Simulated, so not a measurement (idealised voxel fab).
Presented below is a process module, voxel local oxidation.
The cross-section shown here is cut; it is 160 nm wide and divided into square cells measuring 5 nm on a side.
In what follows, cross-sections appear as grids of square cells, described through bands that run from the top down, where every band is one or more rows of cells.
For a band, the entry starts with two heights in nm, that of the top and then that of the bottom, and carries on with the band's materials in order from left to right, each alongside its width in nm; the word "edge to edge" beside a single material means it fills the band edge to edge, and "air" means empty space.
A quick word on heights: they are counted from 0, and under that level the wafer as it came to us is one material throughout. The lowest band is different from the rest in having no bottom; it simply continues downward, written as in "0 nm and below".
When a width is written as two numbers, as in "30..40", the first number is the width in the top row of cells of the band and the second is the width in its bottom row, and the width changes by the same amount from each row to the next.
"nothing got changed" (step): cross-section cells unchanged, all of them.
Each empty space that has no open way to the top and spans at least 8 cells appears under "Closed cavities" as width x height at distance, the distance counted from the left edge, all in nm.
Read whatever lies past the settings on a step's line as the simulator's own remark about the step.
"overlay nm" on a masked step: distance the mask lay right of its planned place, negative for left.
PROCESS STEPS (PLANNED)
| 1 | RECEIVE [material Si] |
| 2 | OXIDIZE [depth nm 5] |
| 3 | CONFORMAL_DEP [material SiN] [thk nm 10] |
| 4 | DIRECTIONAL_DEP [material aC] [thk nm 10] |
| 5 | PATTERN [tone cover] [mask id ACTIVE] [material resist] [width nm 95] [thk nm 30] [overlay nm 0] |
| 6 | DIRECTIONAL_ETCH [etch materials aC] [depth nm 10] |
| 7 | STRIP [etch materials resist] |
| 8 | DIRECTIONAL_ETCH [etch materials SiN] [depth nm 10] |
| 9 | STRIP [etch materials aC] |
| 10 | SELECTIVE_ETCH [etch materials SiO2] [depth nm 5] |
| 11 | OXIDIZE [depth nm 15] |
| 12 | STRIP [etch materials SiN] |
Be aware that, although all wafers share a common starting state, the depth nm at step 2 differs among them, and the plan displays the first wafer's value.
THE AS-RECEIVED CROSS-SECTION OF THE FIRST OF SEVERAL WAFERS CORRESPONDS TO THE STATE AFTER STEP 1
  0 nm and below: Si edge to edge
  Closed cavities: none
TAKE ANY ROW AND YOU HAVE A WAFER AT THE END OF THE MODULE: HOW MANY CELLS OF EACH MATERIAL IT HAS GAINED (+) OR LOST (-) SINCE IT WAS RECEIVED, AND THEN ITS CLOSED VOIDS
depth nm 5 | -95 Si | +80 SiO2 | Closed cavities: none
depth nm 10 | -64 Si | +49 SiO2 | Closed cavities: none
depth nm 15 | -96 Si | +81 SiO2 | Closed cavities: none
depth nm 20 | -128 Si | +113 SiO2 | Closed cavities: none
